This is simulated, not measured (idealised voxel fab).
Module name: voxel gate over fins (process module)
The cross-section on display is named cut; it measures 250 nm wide, and its cells are 5 nm squares.
A cross-section is written here as square cells arranged in a grid, and it is given in bands from the top down, each band taking up one or more rows of cells.
A band entry consists of two parts. The first gives the height of the band's top and the height of its bottom, in nm. The rest lists the band's materials from left to right, each with its width in nm. A single material labelled with the word "full width" fills the band from edge to edge, and the word "empty" marks empty space.
Height reference: 0 = level under which incoming wafer is all one material. Lowest band: no bottom, runs on downward, e.g. "z 0 and below".
Width spec "30->40" -> top row of cells at first value, bottom row at second value, equal per-row change in between.
Take "no alteration" at face value: in the step it is given for, the cross-section changed in none of its cells.
In the "Cavities, closed" entry, you get each enclosed empty space of 8 cells or more, one with no open way to the top, written width x height at distance, distance from the left edge, in nm.
Read whatever lies past the settings on a step's line as the simulator's own remark about the step.
"overlay nm" denotes, for a step that has a mask, the displacement of the mask to the right of its planned place, with negative values corresponding to the left.

The steps planned for the process are as follows:
step 1: RECEIVE with material Si
step 2: CONFORMAL_DEP with material SiN, thk nm 10
step 3: DIRECTIONAL_DEP with material aC, thk nm 10
step 4: PATTERN with tone cover, mask id FINS, material resist, width nm 15, pitch nm 50, thk nm 25, overlay nm 0
step 5: DIRECTIONAL_ETCH with etch materials aC, depth nm 10
step 6: STRIP with etch materials resist
step 7: DIRECTIONAL_ETCH with etch materials SiN, depth nm 10
step 8: DIRECTIONAL_ETCH with etch materials Si, depth nm 35
step 9: STRIP with etch materials aC
step 10: FILL_DEP with material SiO2, thk nm 5
step 11: CMP with height nm 10
step 12: MASKED_ETCH with tone open, mask id RAIL, width nm 15, etch materials SiO2, depth nm 40, overlay nm 0
step 13: CONFORMAL_DEP with material TiN, thk nm 5
step 14: FILL_DEP with material Ru, thk nm 10
step 15: CMP with height nm 10
step 16: SELECTIVE_ETCH with etch materials W Ru TiN, depth nm 35
step 17: FILL_DEP with material SiO2, thk nm 5
step 18: CMP with height nm 10
step 19: SELECTIVE_ETCH with etch materials SiO2, depth nm 25
step 20: STRIP with etch materials SiN
step 21: CONFORMAL_DEP with material HfO2, thk nm 5
step 22: CONFORMAL_DEP with material TiN, thk nm 5
step 23: CONFORMAL_DEP with material TiAl, thk nm 5
step 24: CONFORMAL_DEP with material TiN, thk nm 5
step 25: FILL_DEP with material W, thk nm 10
step 26: CMP with height nm 25
step 27: CONFORMAL_DEP with material SiCN, thk nm 5

As-received state of the wafer in cross-section, equivalent to post-step 1:
  z 0 and below  Si full width
  Cavities, closed: none

Wafer at module end, in section. Began as above, planned as above, run with one mistake:
  z 30 to 25  HfO2 full width
  z 25 to 20  W full width
  z 20 to 15  W 70  TiN 105  W 75
  z 15 to 10  W 70  TiN 5  TiAl 45  TiN 5  TiAl 45  TiN 5  W 75
  z 10 to 5  W 70  TiN 5  TiAl 5  TiN 35  TiAl 5  TiN 5  TiAl 5  TiN 35  TiAl 5  TiN 5  W 75
  z 5 to 0  TiN 75  TiAl 5  TiN 5  HfO2 25  TiN 5  TiAl 5  TiN 5  TiAl 5  TiN 5  HfO2 25  TiN 5  TiAl 5  TiN 80
  z 0 to -5  TiAl 80  TiN 5  HfO2 5  Si 15  HfO2 5  TiN 5  TiAl 15  TiN 5  HfO2 5  Si 15  HfO2 5  TiN 5  TiAl 85
  z -5 to -10  TiN 85  HfO2 5  Si 15  HfO2 5  TiN 25  HfO2 5  Si 15  HfO2 5  TiN 90
  z -10 to -15  HfO2 90  Si 15  HfO2 35  Si 15  HfO2 95
  z -15 to -25  SiO2 90  Si 15  SiO2 35  Si 15  SiO2 95
  z -25 to -30  SiO2 90  Si 15  SiO2 10  TiN 15  SiO2 10  Si 15  SiO2 95
  z -30 to -35  SiO2 90  Si 15  SiO2 35  Si 15  SiO2 95
  z -35 and below  Si full width
  Cavities, closed: none
Which mistake was made when the wafer was run? step 27 was not run as planned; what actually ran was CONFORMAL_DEP with material HfO2, thk nm 5
